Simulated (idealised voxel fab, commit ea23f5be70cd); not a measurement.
process module | voxel quadruple lines
Pictured: cross-section cut, 285 nm wide, on a grid of 5 nm square cells.
Bands, listed from the top down, are how a cross-section gets written in this document; the cross-section itself is a grid of square cells, and a band is one or more rows of them.
Within each band entry, the heights of the top and of the bottom of the band appear first, in that order and in nm; the materials of the band then follow from left to right, each with its corresponding width in nm. The designation "full width" on a single material indicates that it fills the band from edge to edge; the designation "air" indicates empty space.
It should be noted that heights are counted from 0, beneath which the wafer as supplied is of one material throughout, and that the lowest band possesses no lower boundary but continues downward, as written in "0 nm and below".
Width "30 to 40": first value at the band's top row of cells, second value at its bottom row, equal change from row to row.
"everything unchanged", as given for a step, is the statement that not any cell of the cross-section underwent a change during that step.
"Fully enclosed voids": empty spaces of 8 cells or more with no open way to the top, each given as width x height at distance, distance from the left edge, all in nm.
Heads up: the bit after the settings on a step's line is the simulator's remark on that step.
The optional step-line setting "overlay nm" applies to steps with a mask and quantifies how far to the right of its planned location the mask lay, a negative value indicating leftward placement.
-- Process steps foreseen in the plan
- 1: RECEIVE with material Si
- 2: CONFORMAL_DEP with material SiO2, thk nm 5
- 3: DIRECTIONAL_DEP with material W, thk nm 10
- 4: DIRECTIONAL_DEP with material polySi, thk nm 20
- 5: DIRECTIONAL_DEP with material aC, thk nm 25
- 6: PATTERN with tone cover, mask id MANDREL, material resist, width nm 20, pitch nm 60, thk nm 35, overlay nm 0
- 7: DIRECTIONAL_ETCH with etch materials aC, depth nm 25
- 8: STRIP with etch materials resist
- 9: CONFORMAL_DEP with material SiO2, thk nm 10
- 10: DIRECTIONAL_ETCH with etch materials SiO2, depth nm 10
- 11: STRIP with etch materials aC
- 12: DIRECTIONAL_ETCH with etch materials polySi, depth nm 20
- 13: STRIP with etch materials SiO2
- 14: CONFORMAL_DEP with material SiCN, thk nm 5
- 15: DIRECTIONAL_ETCH with etch materials SiCN, depth nm 5
- 16: STRIP with etch materials polySi
- 17: DIRECTIONAL_ETCH with etch materials W, depth nm 10
- 18: STRIP with etch materials SiCN
-- The first wafer of two, processed as planned
-- As received (post step 1): cross-section
	0 nm and below  Si full width
	Fully enclosed voids: none
-- The wafer in cross-section once step 2 is complete
	5 nm to 0 nm  SiO2 full width
	Below 0, the layers are the same as they were.
-- The wafer in cross-section once step 3 is complete
	15 nm to 5 nm  W full width
	Below 5, the layers are the same as they were.
-- The wafer in cross-section once step 4 is complete
	35 nm to 15 nm  polySi full width
	Below 15, the layers are the same as they were.
-- The wafer in cross-section once step 5 is complete
	60 nm to 35 nm  aC full width
	Below 35, the layers are the same as they were.
-- The wafer in cross-section once step 6 is complete
	95 nm to 60 nm  air 100 nm | resist 20 nm | air 40 nm | resist 20 nm | air 105 nm
	Below 60, the layers are the same as they were.
-- The wafer in cross-section once step 7 is complete
	70 nm to 60 nm  air 100 nm | resist 20 nm | air 40 nm | resist 20 nm | air 105 nm
	60 nm to 35 nm  air 100 nm | aC 20 nm | air 40 nm | aC 20 nm | air 105 nm
	Below 35, the layers are the same as they were.
-- The wafer in cross-section once step 8 is complete
	60 nm to 35 nm  air 100 nm | aC 20 nm | air 40 nm | aC 20 nm | air 105 nm
	Below 35, the layers are the same as they were.
-- The wafer in cross-section once step 9 is complete
	70 nm to 60 nm  air 90 nm | SiO2 40 nm | air 20 nm | SiO2 40 nm | air 95 nm
	60 nm to 45 nm  air 90 nm | SiO2 10 nm | aC 20 nm | SiO2 10 nm | air 20 nm | SiO2 10 nm | aC 20 nm | SiO2 10 nm | air 95 nm
	45 nm to 35 nm  SiO2 100 nm | aC 20 nm | SiO2 40 nm | aC 20 nm | SiO2 105 nm
	Below 35, the layers are the same as they were.
-- The wafer in cross-section once step 10 is complete
	60 nm to 35 nm  air 90 nm | SiO2 10 nm | aC 20 nm | SiO2 10 nm | air 20 nm | SiO2 10 nm | aC 20 nm | SiO2 10 nm | air 95 nm
	Below 35, the layers are the same as they were.
-- The wafer in cross-section once step 11 is complete
	60 nm to 35 nm  air 90 nm | SiO2 10 nm | air 20 nm | SiO2 10 nm | air 20 nm | SiO2 10 nm | air 20 nm | SiO2 10 nm | air 95 nm
	Below 35, the layers are the same as they were.
-- The wafer in cross-section once step 12 is complete
	60 nm to 35 nm  air 90 nm | SiO2 10 nm | air 20 nm | SiO2 10 nm | air 20 nm | SiO2 10 nm | air 20 nm | SiO2 10 nm | air 95 nm
	35 nm to 15 nm  air 90 nm | polySi 10 nm | air 20 nm | polySi 10 nm | air 20 nm | polySi 10 nm | air 20 nm | polySi 10 nm | air 95 nm
	Below 15, the layers are the same as they were.
-- The wafer in cross-section once step 13 is complete
	35 nm to 15 nm  air 90 nm | polySi 10 nm | air 20 nm | polySi 10 nm | air 20 nm | polySi 10 nm | air 20 nm | polySi 10 nm | air 95 nm
	Below 15, the layers are the same as they were.
-- The wafer in cross-section once step 14 is complete
	40 nm to 35 nm  air 85 nm | SiCN 20 nm | air 10 nm | SiCN 20 nm | air 10 nm | SiCN 20 nm | air 10 nm | SiCN 20 nm | air 90 nm
	35 nm to 20 nm  air 85 nm | SiCN 5 nm | polySi 10 nm | SiCN 5 nm | air 10 nm | SiCN 5 nm | polySi 10 nm | SiCN 5 nm | air 10 nm | SiCN 5 nm | polySi 10 nm | SiCN 5 nm | air 10 nm | SiCN 5 nm | polySi 10 nm | SiCN 5 nm | air 90 nm
	20 nm to 15 nm  SiCN 90 nm | polySi 10 nm | SiCN 20 nm | polySi 10 nm | SiCN 20 nm | polySi 10 nm | SiCN 20 nm | polySi 10 nm | SiCN 95 nm
	Below 15, the layers are the same as they were.
-- The wafer in cross-section once step 15 is complete
	35 nm to 15 nm  air 85 nm | SiCN 5 nm | polySi 10 nm | SiCN 5 nm | air 10 nm | SiCN 5 nm | polySi 10 nm | SiCN 5 nm | air 10 nm | SiCN 5 nm | polySi 10 nm | SiCN 5 nm | air 10 nm | SiCN 5 nm | polySi 10 nm | SiCN 5 nm | air 90 nm
	Below 15, the layers are the same as they were.
-- The wafer in cross-section once step 16 is complete
	35 nm to 15 nm  air 85 nm | SiCN 5 nm | air 10 nm | SiCN 5 nm | air 10 nm | SiCN 5 nm | air 10 nm | SiCN 5 nm | air 10 nm | SiCN 5 nm | air 10 nm | SiCN 5 nm | air 10 nm | SiCN 5 nm | air 10 nm | SiCN 5 nm | air 90 nm
	Below 15, the layers are the same as they were.
-- The wafer in cross-section once step 17 is complete
	35 nm to 15 nm  air 85 nm | SiCN 5 nm | air 10 nm | SiCN 5 nm | air 10 nm | SiCN 5 nm | air 10 nm | SiCN 5 nm | air 10 nm | SiCN 5 nm | air 10 nm | SiCN 5 nm | air 10 nm | SiCN 5 nm | air 10 nm | SiCN 5 nm | air 90 nm
	15 nm to 5 nm  air 85 nm | W 5 nm | air 10 nm | W 5 nm | air 10 nm | W 5 nm | air 10 nm | W 5 nm | air 10 nm | W 5 nm | air 10 nm | W 5 nm | air 10 nm | W 5 nm | air 10 nm | W 5 nm | air 90 nm
	Below 5, the layers are the same as they were.
-- The wafer in cross-section once step 18 is complete
	15 nm to 5 nm  air 85 nm | W 5 nm | air 10 nm | W 5 nm | air 10 nm | W 5 nm | air 10 nm | W 5 nm | air 10 nm | W 5 nm | air 10 nm | W 5 nm | air 10 nm | W 5 nm | air 10 nm | W 5 nm | air 90 nm
	Below 5, the layers are the same as they were.
-- Here the second wafer is described. Its start and its plan were those of the first wafer. Its run contained one mistake. Up to and including step 1, it did exactly what the first wafer did
-- Look at the second wafer in cross-section at the time step 2 ought to have finished
	5 nm to 0 nm  W full width
	Below 0, the layers are the same as they were.
-- Look at the second wafer in cross-section at the time step 3 ought to have finished
	15 nm to 0 nm  W full width
	Below 0, the layers are the same as they were.
-- Look at the second wafer in cross-section at the time step 4 ought to have finished
	35 nm to 15 nm  polySi full width
	Below 15, the layers are the same as they were.
-- Look at the second wafer in cross-section at the time step 5 ought to have finished
	60 nm to 35 nm  aC full width
	Below 35, the layers are the same as they were.
-- Look at the second wafer in cross-section at the time step 6 ought to have finished
	95 nm to 60 nm  air 100 nm | resist 20 nm | air 40 nm | resist 20 nm | air 105 nm
	Below 60, the layers are the same as they were.
-- Look at the second wafer in cross-section at the time step 7 ought to have finished
	70 nm to 60 nm  air 100 nm | resist 20 nm | air 40 nm | resist 20 nm | air 105 nm
	60 nm to 35 nm  air 100 nm | aC 20 nm | air 40 nm | aC 20 nm | air 105 nm
	Below 35, the layers are the same as they were.
-- Look at the second wafer in cross-section at the time step 8 ought to have finished
	60 nm to 35 nm  air 100 nm | aC 20 nm | air 40 nm | aC 20 nm | air 105 nm
	Below 35, the layers are the same as they were.
-- Look at the second wafer in cross-section at the time step 9 ought to have finished
	70 nm to 60 nm  air 90 nm | SiO2 40 nm | air 20 nm | SiO2 40 nm | air 95 nm
	60 nm to 45 nm  air 90 nm | SiO2 10 nm | aC 20 nm | SiO2 10 nm | air 20 nm | SiO2 10 nm | aC 20 nm | SiO2 10 nm | air 95 nm
	45 nm to 35 nm  SiO2 100 nm | aC 20 nm | SiO2 40 nm | aC 20 nm | SiO2 105 nm
	Below 35, the layers are the same as they were.
-- Look at the second wafer in cross-section at the time step 10 ought to have finished
	60 nm to 35 nm  air 90 nm | SiO2 10 nm | aC 20 nm | SiO2 10 nm | air 20 nm | SiO2 10 nm | aC 20 nm | SiO2 10 nm | air 95 nm
	Below 35, the layers are the same as they were.
-- Look at the second wafer in cross-section at the time step 11 ought to have finished
	60 nm to 35 nm  air 90 nm | SiO2 10 nm | air 20 nm | SiO2 10 nm | air 20 nm | SiO2 10 nm | air 20 nm | SiO2 10 nm | air 95 nm
	Below 35, the layers are the same as they were.
-- Look at the second wafer in cross-section at the time step 12 ought to have finished
	60 nm to 35 nm  air 90 nm | SiO2 10 nm | air 20 nm | SiO2 10 nm | air 20 nm | SiO2 10 nm | air 20 nm | SiO2 10 nm | air 95 nm
	35 nm to 15 nm  air 90 nm | polySi 10 nm | air 20 nm | polySi 10 nm | air 20 nm | polySi 10 nm | air 20 nm | polySi 10 nm | air 95 nm
	Below 15, the layers are the same as they were.
-- Look at the second wafer in cross-section at the time step 13 ought to have finished
	35 nm to 15 nm  air 90 nm | polySi 10 nm | air 20 nm | polySi 10 nm | air 20 nm | polySi 10 nm | air 20 nm | polySi 10 nm | air 95 nm
	Below 15, the layers are the same as they were.
-- Look at the second wafer in cross-section at the time step 14 ought to have finished
	40 nm to 35 nm  air 85 nm | SiCN 20 nm | air 10 nm | SiCN 20 nm | air 10 nm | SiCN 20 nm | air 10 nm | SiCN 20 nm | air 90 nm
	35 nm to 20 nm  air 85 nm | SiCN 5 nm | polySi 10 nm | SiCN 5 nm | air 10 nm | SiCN 5 nm | polySi 10 nm | SiCN 5 nm | air 10 nm | SiCN 5 nm | polySi 10 nm | SiCN 5 nm | air 10 nm | SiCN 5 nm | polySi 10 nm | SiCN 5 nm | air 90 nm
	20 nm to 15 nm  SiCN 90 nm | polySi 10 nm | SiCN 20 nm | polySi 10 nm | SiCN 20 nm | polySi 10 nm | SiCN 20 nm | polySi 10 nm | SiCN 95 nm
	Below 15, the layers are the same as they were.
-- Look at the second wafer in cross-section at the time step 15 ought to have finished
	35 nm to 15 nm  air 85 nm | SiCN 5 nm | polySi 10 nm | SiCN 5 nm | air 10 nm | SiCN 5 nm | polySi 10 nm | SiCN 5 nm | air 10 nm | SiCN 5 nm | polySi 10 nm | SiCN 5 nm | air 10 nm | SiCN 5 nm | polySi 10 nm | SiCN 5 nm | air 90 nm
	Below 15, the layers are the same as they were.
-- Look at the second wafer in cross-section at the time step 16 ought to have finished
	35 nm to 15 nm  air 85 nm | SiCN 5 nm | air 10 nm | SiCN 5 nm | air 10 nm | SiCN 5 nm | air 10 nm | SiCN 5 nm | air 10 nm | SiCN 5 nm | air 10 nm | SiCN 5 nm | air 10 nm | SiCN 5 nm | air 10 nm | SiCN 5 nm | air 90 nm
	Below 15, the layers are the same as they were.
-- Look at the second wafer in cross-section at the time step 17 ought to have finished
	35 nm to 15 nm  air 85 nm | SiCN 5 nm | air 10 nm | SiCN 5 nm | air 10 nm | SiCN 5 nm | air 10 nm | SiCN 5 nm | air 10 nm | SiCN 5 nm | air 10 nm | SiCN 5 nm | air 10 nm | SiCN 5 nm | air 10 nm | SiCN 5 nm | air 90 nm
	15 nm to 5 nm  air 85 nm | W 5 nm | air 10 nm | W 5 nm | air 10 nm | W 5 nm | air 10 nm | W 5 nm | air 10 nm | W 5 nm | air 10 nm | W 5 nm | air 10 nm | W 5 nm | air 10 nm | W 5 nm | air 90 nm
	Below 5, the layers are the same as they were.
-- Look at the second wafer in cross-section at the time step 18 ought to have finished
	15 nm to 5 nm  air 85 nm | W 5 nm | air 10 nm | W 5 nm | air 10 nm | W 5 nm | air 10 nm | W 5 nm | air 10 nm | W 5 nm | air 10 nm | W 5 nm | air 10 nm | W 5 nm | air 10 nm | W 5 nm | air 90 nm
	Below 5, the layers are the same as they were.
Deviation noted in wafer processing: it should be noted that step 2 was executed with settings other than those planned, the operation and settings actually applied being CONFORMAL_DEP with material W, thk nm 5
The second wafer ends with more or fewer cells of some materials than the first, per final count: 57 fewer of SiO2; 57 more of W
